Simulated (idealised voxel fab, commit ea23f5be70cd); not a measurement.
process module | voxel self aligned vias
cross-section cut | 270 nm wide | cells 5 nm
A cross-section is a grid of square cells, given in bands from the top down. A band is one or more rows of cells.
Each band's line starts with the height of the band's top and of its bottom, in nm. Then come its materials from left to right, each with its width in nm. One material with "throughout" fills the band from edge to edge. "air" is empty space.
Height 0 is the level under which the wafer as received is all one material. The lowest band goes on downwards, as in "0 down".
A width such as "30 to 40" changes by the same amount from each row of cells to the next, from the band's top row to its bottom row.
"no change" after a step means that no cell of the cross-section changed.
closed voids: empty space of 8 cells or more with no open way to the top, each as width x height at its distance from the left edge, in nm
after a step's settings: what the simulator itself notes on the step
overlay nm, on a step with a mask: how far to the right of its planned place the mask lay; to the left if negative
plan
1 op RECEIVE | material Si
2 op CONFORMAL_DEP | material SiO2 | thk nm 15
3 op CONFORMAL_DEP | material SiCN | thk nm 5
4 op DIRECTIONAL_DEP | material lowk | thk nm 30
5 op DIRECTIONAL_DEP | material aC | thk nm 10
6 op PATTERN | tone open | mask id LINES | material resist | width nm 20 | pitch nm 50 | thk nm 30 | overlay nm 0
7 op DIRECTIONAL_ETCH | etch materials aC | depth nm 10
8 op STRIP | etch materials resist
9 op DIRECTIONAL_ETCH | etch materials lowk | depth nm 30
10 op STRIP | etch materials aC
11 op CONFORMAL_DEP | material TiN | thk nm 5
12 op FILL_DEP | material Ru | thk nm 10
13 op CMP | height nm 50
14 op SELECTIVE_ETCH | etch materials W Ru TiN | depth nm 10
15 op FILL_DEP | material SiN | thk nm 5
16 op CMP | height nm 50
17 op DIRECTIONAL_DEP | material lowk | thk nm 20
18 op DIRECTIONAL_DEP | material aC | thk nm 15
19 op PATTERN | tone open | mask id VIAS | material resist | width nm 30 | pitch nm 50 | thk nm 35 | overlay nm 0
20 op DIRECTIONAL_ETCH | etch materials aC | depth nm 15
21 op STRIP | etch materials resist
22 op DIRECTIONAL_ETCH | etch materials lowk | depth nm 20
23 op DIRECTIONAL_ETCH | etch materials SiN | depth nm 10
24 op STRIP | etch materials aC
25 op CONFORMAL_DEP | material TiN | thk nm 5
26 op FILL_DEP | material W | thk nm 10
27 op CMP | height nm 70
28 op CONFORMAL_DEP | material SiN | thk nm 5
as received, after step 1
  0 down: Si throughout
  closed voids: none
a wafer at the end: this start, this plan, one mistake
  75 to 70: SiN throughout
  70 to 45: lowk 95 | TiN 5 | W 20 | TiN 5 | lowk 20 | TiN 5 | W 20 | TiN 5 | lowk 95
  45 to 40: lowk 95 | TiN 30 | lowk 20 | TiN 30 | lowk 95
  40 to 30: lowk 95 | TiN 10 | Ru 10 | TiN 10 | lowk 20 | TiN 10 | Ru 10 | TiN 10 | lowk 95
  30 to 25: lowk 100 | TiN 5 | Ru 10 | TiN 5 | lowk 30 | TiN 5 | Ru 10 | TiN 5 | lowk 100
  25 to 20: lowk 100 | TiN 20 | lowk 30 | TiN 20 | lowk 100
  20 to 15: SiCN throughout
  15 to 0: SiO2 throughout
  0 down: Si throughout
  closed voids: none
what went wrong: step 22 was run twice
